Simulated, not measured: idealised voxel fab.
You're looking at the process module voxel plated lines.
The figure presents cross-section cut, which has a width of 270 nm and is divided into square cells with an edge length of 5 nm.
Reading order for cross-sections: top band down to bottom band. Underlying form: a grid of square cells. Band size: one or more rows of cells.
Read a band's entry like this: the first values are the height of its top and the height of its bottom in nm, and what follows is the sequence of materials from left to right, each with its width in nm. Note that "blank" is empty space, and that a single material marked "throughout" reaches across the band from edge to edge.
Heads up on the height convention: 0 is the point under which the incoming wafer is all one material, and the lowest band has no bottom, it just keeps going down, like "top 0, no bottom".
When a width is written as two numbers, as in "30 to 40", the first number is the width in the top row of cells of the band and the second is the width in its bottom row, and the width changes by the same amount from each row to the next.
"stayed the same" for a step: no cell of the cross-section changed in that step.
Enclosed internal cavities: empty space of 8 cells or more with no open way to the top, each as width x height at its distance from the left edge, in nm
Heads up: the bit after the settings on a step's line is the simulator's remark on that step.
A step's line can hold "overlay nm"; with a mask on that step, the setting says how far right of the planned place the mask lay, while a negative setting says it lay to the left.

[Steps planned for the process]
- 1: RECEIVE with material Si
- 2: CONFORMAL_DEP with material SiN, thk nm 5
- 3: DIRECTIONAL_DEP with material TiN, thk nm 5
- 4: PATTERN with tone open, mask id LINES, material resist, width nm 15, pitch nm 40, thk nm 20, overlay nm 0
- 5: EPI with material Ru, thk nm 5
- 6: STRIP with etch materials resist
- 7: DIRECTIONAL_ETCH with etch materials TiN, depth nm 5
- 8: CONFORMAL_DEP with material SiCN, thk nm 5
For clarity, it should be stated that the wafers under discussion commence in an identical condition and differ with respect to the width nm of step 4, the plan indicating the value that the first wafer had.

[Incoming state of the first of several wafers in cross-section: after step 1]
    top 0, no bottom  Si throughout
    Enclosed internal cavities: none

[wafer rows; end of module; cells per material since receipt: (+) gained, (-) lost; then closed voids]
width nm 15, +6 Ru, +62 SiCN, +54 SiN, +6 TiN, Enclosed internal cavities: none
width nm 20, +8 Ru, +62 SiCN, +54 SiN, +8 TiN, Enclosed internal cavities: none
width nm 25, +10 Ru, +62 SiCN, +54 SiN, +10 TiN, Enclosed internal cavities: none
